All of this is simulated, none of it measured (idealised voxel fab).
This is a process module. Its name is voxel self aligned contacts.
220 nm wide, 5 nm square cells: that's cross-section cut.
In this document a cross-section is written as a grid of square cells. It is given as a series of bands, listed from the top down, and a band is one or more rows of cells.
Top height, bottom height, nm. Materials left to right, width each, nm. Single material + "full width" = fills band edge to edge. "air" = empty.
For the purposes of this specification, 0 denotes the height below which the wafer in its as-received condition is composed wholly of one material, and the lowermost band, lacking a lower limit, extends downward without end, as expressed in "0 -> down".
When a width is written as two numbers, as in "30 to 40", the first number is the width in the top row of cells of the band and the second is the width in its bottom row, and the width changes by the same amount from each row to the next.
"no alteration", as given for a step, is the statement that not any cell of the cross-section underwent a change during that step.
Listed in "Enclosed cavities": every empty space of 8 or more cells without an open way to the top. Form: width x height at distance, the distance being from the left edge, all in nm.
That trailing text on a step's line, after the settings, is the simulator's own remark on the step.
Steps that use a mask can have "overlay nm" on their line. It says how far the mask sat to the right of where it was meant to be. Negative means to the left.
STEPS PLANNED FOR THE PROCESS
- 1: RECEIVE (material Si)
- 2: OXIDIZE (depth nm 5)
- 3: DIRECTIONAL_DEP (material polySi; thk nm 30)
- 4: DIRECTIONAL_DEP (material SiN; thk nm 20)
- 5: PATTERN (tone cover; mask id GATE; material resist; width nm 35; pitch nm 65; thk nm 15; overlay nm 0)
- 6: DIRECTIONAL_ETCH (etch materials SiN; depth nm 20)
- 7: DIRECTIONAL_ETCH (etch materials polySi; depth nm 30)
- 8: STRIP (etch materials resist)
- 9: CONFORMAL_DEP (material SiN; thk nm 5)
- 10: DIRECTIONAL_ETCH (etch materials SiN; depth nm 5)
- 11: FILL_DEP (material SiO2; thk nm 15)
- 12: CMP (height nm 55)
- 13: PATTERN (tone open; mask id CONTACT; material resist; width nm 50; pitch nm 65; thk nm 15; overlay nm -15)
- 14: DIRECTIONAL_ETCH (etch materials SiO2; depth nm 60)
- 15: STRIP (etch materials resist)
- 16: CONFORMAL_DEP (material TiN; thk nm 5)
- 17: FILL_DEP (material Ru; thk nm 10)
- 18: CMP (height nm 55)
- 19: CONFORMAL_DEP (material SiN; thk nm 5)
It is noted that the wafers described herein are identical at the outset and are distinguished by the overlay nm of step 13; the value stated in the plan corresponds to the first wafer.
RECEIVED CONDITION OF THE FIRST OF SEVERAL WAFERS, SECTIONED: POST-STEP 1
  0 -> down = Si full width
  Enclosed cavities: none
THE TABLE BELOW HAS ONE ROW FOR EACH WAFER; A ROW SHOWS, AS OF THE END OF THE MODULE, HOW MANY CELLS OF EACH MATERIAL THE WAFER HAS GAINED, MARKED (+), OR LOST, MARKED (-), SINCE IT WAS RECEIVED, AND THEN THE WAFER'S CLOSED VOIDS
overlay nm -15; +44 Ru; -44 Si; +188 SiN; +150 SiO2; +64 TiN; +126 polySi; Enclosed cavities: none
overlay nm -10; +44 Ru; -44 Si; +188 SiN; +150 SiO2; +64 TiN; +126 polySi; Enclosed cavities: none
overlay nm -5; +44 Ru; -44 Si; +188 SiN; +150 SiO2; +64 TiN; +126 polySi; Enclosed cavities: none
overlay nm 0; +44 Ru; -44 Si; +188 SiN; +150 SiO2; +64 TiN; +126 polySi; Enclosed cavities: none
overlay nm 5; +44 Ru; -44 Si; +188 SiN; +150 SiO2; +64 TiN; +126 polySi; Enclosed cavities: none
overlay nm 10; +44 Ru; -44 Si; +188 SiN; +150 SiO2; +64 TiN; +126 polySi; Enclosed cavities: none
overlay nm 15; +44 Ru; -44 Si; +188 SiN; +150 SiO2; +64 TiN; +126 polySi; Enclosed cavities: none
